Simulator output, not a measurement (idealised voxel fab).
Process module heading - voxel ribs on slabs
This is section cut - it's 155 nm across, gridded in 5 nm square cells.
Format of a cross-section: grid, square cells. Given as bands. Order: top down. Band: one or more rows of cells.
Top, bottom (nm), then materials left to right with widths (nm); lone material tagged "throughout" fills the whole band edge to edge; "blank" = empty space.
All heights in this document are referenced to 0, defined as the level beneath which the wafer, as received, consists entirely of one material. The lowest band is not bounded below; it extends indefinitely downward and is written in the form "0..down".
When a width is written as two numbers, as in "30->40", the first number is the width in the top row of cells of the band and the second is the width in its bottom row, and the width changes by the same amount from each row to the next.
"everything unchanged", as given for a step, is the statement that not any cell of the cross-section underwent a change during that step.
Entry "Fully sealed cavities" = empty spaces >= 8 cells with no open way to the top; each as width x height at distance, distance from left edge, all nm.
It should be noted that, on the line of a given step, the content following the step's settings is a remark produced by the simulator itself with respect to that step.
Among the settings permitted on a step's line is "overlay nm"; applied to a step with a mask, it specifies the extent to which the mask lay to the right of its planned position, whereas a negative figure signifies a position to the left.
[Listed below are the process steps as planned]
| 1 | RECEIVE: material Si |
| 2 | DIRECTIONAL_DEP: material SiO2, thk nm 30 |
| 3 | DIRECTIONAL_DEP: material polySi, thk nm 20 |
| 4 | PATTERN: tone cover, mask id RIB, material resist, width nm 15, thk nm 15, overlay nm 0 |
| 5 | DIRECTIONAL_ETCH: etch materials polySi, depth nm 10 |
| 6 | STRIP: etch materials resist |
| 7 | DIRECTIONAL_DEP: material aC, thk nm 15 |
| 8 | PATTERN: tone cover, mask id SLAB, material resist, width nm 75, thk nm 35, overlay nm 0 |
| 9 | DIRECTIONAL_ETCH: etch materials aC, depth nm 15 |
| 10 | STRIP: etch materials resist |
| 11 | DIRECTIONAL_ETCH: etch materials polySi, depth nm 10 |
| 12 | STRIP: etch materials aC |
| 13 | FILL_DEP: material SiO2, thk nm 25 |
| 14 | CMP: height nm 65 |
| 15 | DIRECTIONAL_DEP: material W, thk nm 10 |
| 16 | PATTERN: tone cover, mask id HEATER, material resist, width nm 25, thk nm 15, overlay nm 0 |
| 17 | DIRECTIONAL_ETCH: etch materials W, depth nm 10 |
| 18 | STRIP: etch materials resist |
| 19 | CONFORMAL_DEP: material SiO2, thk nm 5 |
[As-received state of the wafer in cross-section, equivalent to post-step 1]
	0..down = Si throughout
	Fully sealed cavities: none
[Here's the cross-section of the first of our two wafers at the end of the module - it ran as planned]
	80..75 = 60 nm blank; 35 nm SiO2; 60 nm blank
	75..70 = 60 nm blank; 5 nm SiO2; 25 nm W; 5 nm SiO2; 60 nm blank
	70..65 = 65 nm SiO2; 25 nm W; 65 nm SiO2
	65..50 = SiO2 throughout
	50..40 = 70 nm SiO2; 15 nm polySi; 70 nm SiO2
	40..30 = 40 nm SiO2; 75 nm polySi; 40 nm SiO2
	30..0 = SiO2 throughout
	0..down = Si throughout
	Fully sealed cavities: none
[Wafer two, end of module, cross-section. Same start, same plan as wafer one. One mistake in the run]
	85..80 = 60 nm blank; 35 nm SiO2; 60 nm blank
	80..75 = 60 nm blank; 5 nm SiO2; 25 nm W; 5 nm SiO2; 60 nm blank
	75..70 = 65 nm SiO2; 25 nm W; 65 nm SiO2
	70..65 = W throughout
	65..50 = SiO2 throughout
	50..40 = 70 nm SiO2; 15 nm polySi; 70 nm SiO2
	40..30 = 40 nm SiO2; 75 nm polySi; 40 nm SiO2
	30..0 = SiO2 throughout
	0..down = Si throughout
	Fully sealed cavities: none
Run error: step 15 ran with different settings than intended, the actual operation and settings being DIRECTIONAL_DEP: material W, thk nm 15
End of process, cell counts, second wafer against first, materials with more or fewer: 31 more of W
